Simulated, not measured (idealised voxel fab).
The name of this process module is voxel fin reveal.
It is cross-section cut that appears here, measuring 175 nm in width, its square cells being 5 nm in size.
How to read a cross-section here: the picture is a grid of square cells, written as bands going from the top down, and any band can span one or more rows of cells.
Each band's line starts with the height of the band's top and of its bottom, in nm. Then come its materials from left to right, each with its width in nm. One material with "full width" fills the band from edge to edge. "blank" is empty space.
Below 0: as-received wafer, all one material; heights counted from there. Lowest band: no bottom, goes on down, written "0 and below".
Read "30 to 40" as a graded width: first number on top, second number at the bottom, same change between each pair of neighbouring rows.
Where the words "nothing altered" appear for a step, the cross-section shows no cell changed by that step; every cell remained as before.
So "Fully sealed cavities" is basically the list of trapped voids: any empty space of 8 cells or more that can't reach the top through an opening. They're written width x height at distance, the distance being from the left edge, and it's all nm.
Read whatever lies past the settings on a step's line as the simulator's own remark about the step.
A step line may carry the setting "overlay nm", which, for steps involving a mask, states the distance by which the mask lay to the right of its intended position; negative values denote displacement to the left.
[The steps planned for the process are as follows]
1 RECEIVE [material Si]
2 CONFORMAL_DEP [material SiN] [thk nm 10]
3 DIRECTIONAL_DEP [material aC] [thk nm 10]
4 PATTERN [tone cover] [mask id FINS] [material resist] [width nm 15] [pitch nm 45] [thk nm 25] [overlay nm 0]
5 DIRECTIONAL_ETCH [etch materials aC] [depth nm 10]
6 STRIP [etch materials resist]
7 DIRECTIONAL_ETCH [etch materials SiN] [depth nm 10]
8 DIRECTIONAL_ETCH [etch materials Si] [depth nm 35]
9 STRIP [etch materials aC]
10 FILL_DEP [material SiO2] [thk nm 15]
11 CMP [height nm 10]
12 SELECTIVE_ETCH [etch materials SiO2] [depth nm 35]
13 STRIP [etch materials SiN]
[The following pertains to the first of two wafers, which was processed as planned]
[Incoming wafer, cross-sectional view, post step 1]
0 and below | Si full width
Fully sealed cavities: none
[Wafer section view after processing step 2]
10 down to 0 | SiN full width
Under 0: no change, same as before.
[Wafer section view after processing step 3]
20 down to 10 | aC full width
Under 10: no change, same as before.
[Wafer section view after processing step 4]
45 down to 20 | blank 35 nm, resist 15 nm, blank 30 nm, resist 15 nm, blank 30 nm, resist 15 nm, blank 35 nm
Under 20: no change, same as before.
[Wafer section view after processing step 5]
35 down to 20 | blank 35 nm, resist 15 nm, blank 30 nm, resist 15 nm, blank 30 nm, resist 15 nm, blank 35 nm
20 down to 10 | blank 35 nm, aC 15 nm, blank 30 nm, aC 15 nm, blank 30 nm, aC 15 nm, blank 35 nm
Under 10: no change, same as before.
[Wafer section view after processing step 6]
20 down to 10 | blank 35 nm, aC 15 nm, blank 30 nm, aC 15 nm, blank 30 nm, aC 15 nm, blank 35 nm
Under 10: no change, same as before.
[Wafer section view after processing step 7]
20 down to 10 | blank 35 nm, aC 15 nm, blank 30 nm, aC 15 nm, blank 30 nm, aC 15 nm, blank 35 nm
10 down to 0 | blank 35 nm, SiN 15 nm, blank 30 nm, SiN 15 nm, blank 30 nm, SiN 15 nm, blank 35 nm
Under 0: no change, same as before.
[Wafer section view after processing step 8]
20 down to 10 | blank 35 nm, aC 15 nm, blank 30 nm, aC 15 nm, blank 30 nm, aC 15 nm, blank 35 nm
10 down to 0 | blank 35 nm, SiN 15 nm, blank 30 nm, SiN 15 nm, blank 30 nm, SiN 15 nm, blank 35 nm
0 down to -35 | blank 35 nm, Si 15 nm, blank 30 nm, Si 15 nm, blank 30 nm, Si 15 nm, blank 35 nm
Under -35: no change, same as before.
[Wafer section view after processing step 9]
10 down to 0 | blank 35 nm, SiN 15 nm, blank 30 nm, SiN 15 nm, blank 30 nm, SiN 15 nm, blank 35 nm
Under 0: no change, same as before.
[Wafer section view after processing step 10]
25 down to 10 | SiO2 full width
10 down to 0 | SiO2 35 nm, SiN 15 nm, SiO2 30 nm, SiN 15 nm, SiO2 30 nm, SiN 15 nm, SiO2 35 nm
0 down to -35 | SiO2 35 nm, Si 15 nm, SiO2 30 nm, Si 15 nm, SiO2 30 nm, Si 15 nm, SiO2 35 nm
Under -35: no change, same as before.
[Wafer section view after processing step 11]
10 down to 0 | SiO2 35 nm, SiN 15 nm, SiO2 30 nm, SiN 15 nm, SiO2 30 nm, SiN 15 nm, SiO2 35 nm
Under 0: no change, same as before.
[Wafer section view after processing step 12]
10 down to 0 | blank 35 nm, SiN 15 nm, blank 30 nm, SiN 15 nm, blank 30 nm, SiN 15 nm, blank 35 nm
0 down to -25 | blank 35 nm, Si 15 nm, blank 30 nm, Si 15 nm, blank 30 nm, Si 15 nm, blank 35 nm
Under -25: no change, same as before.
[Wafer section view after processing step 13]
0 down to -25 | blank 35 nm, Si 15 nm, blank 30 nm, Si 15 nm, blank 30 nm, Si 15 nm, blank 35 nm
Under -25: no change, same as before.
[Second of two: same start, same plan, one run error; steps up to and including 7 match the first]
[Cross-section, second wafer, at the end time the plan gives for step 8]
20 down to 10 | blank 35 nm, aC 15 nm, blank 30 nm, aC 15 nm, blank 30 nm, aC 15 nm, blank 35 nm
10 down to 0 | blank 35 nm, SiN 15 nm, blank 30 nm, SiN 15 nm, blank 30 nm, SiN 15 nm, blank 35 nm
0 down to -70 | blank 35 nm, Si 15 nm, blank 30 nm, Si 15 nm, blank 30 nm, Si 15 nm, blank 35 nm
Under -70: no change, same as before.
[Cross-section, second wafer, at the end time the plan gives for step 9]
10 down to 0 | blank 35 nm, SiN 15 nm, blank 30 nm, SiN 15 nm, blank 30 nm, SiN 15 nm, blank 35 nm
Under 0: no change, same as before.
[Cross-section, second wafer, at the end time the plan gives for step 10]
25 down to 10 | SiO2 full width
10 down to 0 | SiO2 35 nm, SiN 15 nm, SiO2 30 nm, SiN 15 nm, SiO2 30 nm, SiN 15 nm, SiO2 35 nm
0 down to -70 | SiO2 35 nm, Si 15 nm, SiO2 30 nm, Si 15 nm, SiO2 30 nm, Si 15 nm, SiO2 35 nm
Under -70: no change, same as before.
[Cross-section, second wafer, at the end time the plan gives for step 11]
10 down to 0 | SiO2 35 nm, SiN 15 nm, SiO2 30 nm, SiN 15 nm, SiO2 30 nm, SiN 15 nm, SiO2 35 nm
Under 0: no change, same as before.
[Cross-section, second wafer, at the end time the plan gives for step 12]
10 down to 0 | blank 35 nm, SiN 15 nm, blank 30 nm, SiN 15 nm, blank 30 nm, SiN 15 nm, blank 35 nm
0 down to -25 | blank 35 nm, Si 15 nm, blank 30 nm, Si 15 nm, blank 30 nm, Si 15 nm, blank 35 nm
Under -25: no change, same as before.
[Cross-section, second wafer, at the end time the plan gives for step 13]
0 down to -25 | blank 35 nm, Si 15 nm, blank 30 nm, Si 15 nm, blank 30 nm, Si 15 nm, blank 35 nm
Under -25: no change, same as before.
Finding, execution versus plan: the plan's step 8 ran twice
Wafer comparison, final, in cells, second relative to first, materials more or fewer: -182 Si; +182 SiO2
